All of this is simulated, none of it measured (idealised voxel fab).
The following is a process module called voxel self aligned contacts.
Cross-section cut: width 205 nm, square cells of 5 nm.
Cross-section format: a grid of square cells, given as bands from top to bottom; each band is one or more rows of cells. A band entry consists of two parts. The first gives the height of the band's top and the height of its bottom, in nm. The rest lists the band's materials from left to right, each with its width in nm. A single material labelled with the word "throughout" fills the band from edge to edge, and the word "blank" marks empty space. Height reference: 0 = level under which incoming wafer is all one material. Lowest band: no bottom, runs on downward, e.g. "0 -> down". Top row gets the first number, bottom row gets the second, and each row in between changes by the same step: that is how a band width like "30 to 40" works. You'll sometimes find "no modifications" written for a step, and that's the way of saying that nowhere in the cross-section did a cell change during that step. Enclosed voids (no open way to top), threshold 8 cells or more, entry "Sealed-off cavities", notation width x height at distance, distance from left edge, nm. That trailing text on a step's line, after the settings, is the simulator's own remark on the step. On any step carrying a mask, the "overlay nm" setting, if present on the step's line, tells how far right of its planned place the mask lay; negative values point to the left.

These are the steps we planned for the process
1. RECEIVE (material Si)
2. CONFORMAL_DEP (material SiO2; thk nm 5)
3. DIRECTIONAL_DEP (material polySi; thk nm 30)
4. DIRECTIONAL_DEP (material SiN; thk nm 20)
5. PATTERN (tone cover; mask id GATE; material resist; width nm 30; pitch nm 60; thk nm 20; overlay nm 0)
6. DIRECTIONAL_ETCH (etch materials SiN; depth nm 20)
7. DIRECTIONAL_ETCH (etch materials polySi; depth nm 30)
8. STRIP (etch materials resist)
9. CONFORMAL_DEP (material SiN; thk nm 5)
10. DIRECTIONAL_ETCH (etch materials SiN; depth nm 5)
11. FILL_DEP (material SiO2; thk nm 15)
12. CMP (height nm 60)
13. PATTERN (tone open; mask id CONTACT; material resist; width nm 40; thk nm 15; overlay nm 0)
14. DIRECTIONAL_ETCH (etch materials SiO2; depth nm 60)
15. STRIP (etch materials resist)
16. CONFORMAL_DEP (material TiN; thk nm 5)
17. FILL_DEP (material W; thk nm 10)
18. CMP (height nm 60)
19. CONFORMAL_DEP (material SiN; thk nm 5)

Cross-section of the incoming wafer, state after step 1
> 0 -> down = Si throughout
> Sealed-off cavities: none

End-of-module cross-section of the first of two wafers, processed as planned
> 65 -> 60 = SiN throughout
> 60 -> 55 = SiO2 80 / TiN 15 / W 10 / TiN 15 / SiO2 85
> 55 -> 35 = SiO2 50 / SiN 40 / TiN 5 / W 10 / TiN 5 / SiN 40 / SiO2 55
> 35 -> 5 = SiO2 50 / SiN 5 / polySi 30 / SiN 5 / TiN 5 / W 10 / TiN 5 / SiN 5 / polySi 30 / SiN 5 / SiO2 55
> 5 -> 0 = SiO2 90 / TiN 20 / SiO2 95
> 0 -> down = Si throughout
> Sealed-off cavities: none

Presented here is a cross-section of the second of the two wafers as it stood at the end of the module. It was started in the same manner and assigned the same plan as the first wafer; however, one mistake was made in its execution
> 65 -> 60 = SiN throughout
> 60 -> 40 = SiO2 50 / SiN 5 / polySi 30 / SiN 5 / TiN 5 / W 10 / TiN 5 / SiN 5 / polySi 30 / SiN 5 / SiO2 55
> 40 -> 35 = SiO2 50 / SiN 5 / polySi 30 / SiN 5 / TiN 20 / SiN 5 / polySi 30 / SiN 5 / SiO2 55
> 35 -> 5 = polySi throughout
> 5 -> 0 = SiO2 throughout
> 0 -> down = Si throughout
> Sealed-off cavities: none
Deviation noted in wafer processing: the plan had its step 3 run twice
Wafer comparison, final, in cells, second relative to first, materials more or fewer: SiN -68 | SiO2 -134 | TiN -18 | W -14 | polySi +234
